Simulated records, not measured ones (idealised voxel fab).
process module | voxel self aligned vias
cross-section cut | 250 nm wide | cells 5 nm
A cross-section is a grid of square cells, given in bands from the top down. A band is one or more rows of cells.
Each band's line starts with the height of the band's top and of its bottom, in nm. Then come its materials from left to right, each with its width in nm. One material with "throughout" fills the band from edge to edge. "air" is empty space.
Height 0 is the level under which the wafer as received is all one material. The lowest band goes on downwards, as in "0 down".
A width such as "30 to 40" changes by the same amount from each row of cells to the next, from the band's top row to its bottom row.
"no change" after a step means that no cell of the cross-section changed.
closed voids: empty space of 8 cells or more with no open way to the top, each as width x height at its distance from the left edge, in nm
after a step's settings: what the simulator itself notes on the step
overlay nm, on a step with a mask: how far to the right of its planned place the mask lay; to the left if negative
plan
1 op RECEIVE | material Si
2 op CONFORMAL_DEP | material SiO2 | thk nm 15
3 op CONFORMAL_DEP | material SiCN | thk nm 5
4 op DIRECTIONAL_DEP | material SiO2 | thk nm 30
5 op PATTERN | tone open | mask id LINES | material resist | width nm 30 | pitch nm 65 | thk nm 15 | overlay nm 0
6 op DIRECTIONAL_ETCH | etch materials SiO2 | depth nm 30
7 op STRIP | etch materials resist
8 op CONFORMAL_DEP | material TiN | thk nm 5
9 op FILL_DEP | material Ru | thk nm 5
10 op CMP | height nm 50
11 op SELECTIVE_ETCH | etch materials W Ru TiN | depth nm 5
12 op FILL_DEP | material SiN | thk nm 10
13 op CMP | height nm 50
14 op DIRECTIONAL_DEP | material SiO2 | thk nm 15
15 op MASKED_ETCH | tone open | mask id VIAS | width nm 50 | pitch nm 65 | etch materials SiO2 | depth nm 15 | overlay nm 0
16 op MASKED_ETCH | tone open | mask id VIAS | width nm 50 | pitch nm 65 | etch materials SiN | depth nm 5 | overlay nm 0
17 op CONFORMAL_DEP | material TiN | thk nm 5
18 op FILL_DEP | material W | thk nm 10
19 op CMP | height nm 65
20 op CONFORMAL_DEP | material SiN | thk nm 5
as received, after step 1
  0 down: Si throughout
  closed voids: none
first wafer at the end, as planned
  70 to 65: SiN throughout
  65 to 55: SiO2 65 | TiN 5 | W 40 | TiN 5 | SiO2 15 | TiN 5 | W 40 | TiN 5 | SiO2 70
  55 to 50: SiO2 65 | TiN 15 | W 20 | TiN 15 | SiO2 15 | TiN 15 | W 20 | TiN 15 | SiO2 70
  50 to 45: SiO2 75 | TiN 30 | SiO2 35 | TiN 30 | SiO2 80
  45 to 25: SiO2 75 | TiN 5 | Ru 20 | TiN 5 | SiO2 35 | TiN 5 | Ru 20 | TiN 5 | SiO2 80
  25 to 20: SiO2 75 | TiN 30 | SiO2 35 | TiN 30 | SiO2 80
  20 to 15: SiCN throughout
  15 to 0: SiO2 throughout
  0 down: Si throughout
  closed voids: none
second wafer at the end: like start, like plan, one mistake
  70 to 65: SiN throughout
  65 to 55: SiO2 65 | TiN 5 | W 40 | TiN 5 | SiO2 15 | TiN 5 | W 40 | TiN 5 | SiO2 70
  55 to 50: SiO2 65 | TiN 15 | W 25 | TiN 10 | SiO2 15 | TiN 15 | W 25 | TiN 10 | SiO2 70
  50 to 45: SiO2 75 | TiN 35 | SiO2 30 | TiN 35 | SiO2 75
  45 to 25: SiO2 75 | TiN 5 | Ru 25 | TiN 5 | SiO2 30 | TiN 5 | Ru 25 | TiN 5 | SiO2 75
  25 to 20: SiO2 75 | TiN 35 | SiO2 30 | TiN 35 | SiO2 75
  20 to 15: SiCN throughout
  15 to 0: SiO2 throughout
  0 down: Si throughout
  closed voids: none
what went wrong: step 5 ran as: op PATTERN | tone open | mask id LINES | material resist | width nm 35 | pitch nm 65 | thk nm 15 | overlay nm 0
at the end the second wafer has, in cells: 8 more of Ru | 12 fewer of SiO2 | 2 more of TiN | 2 more of W
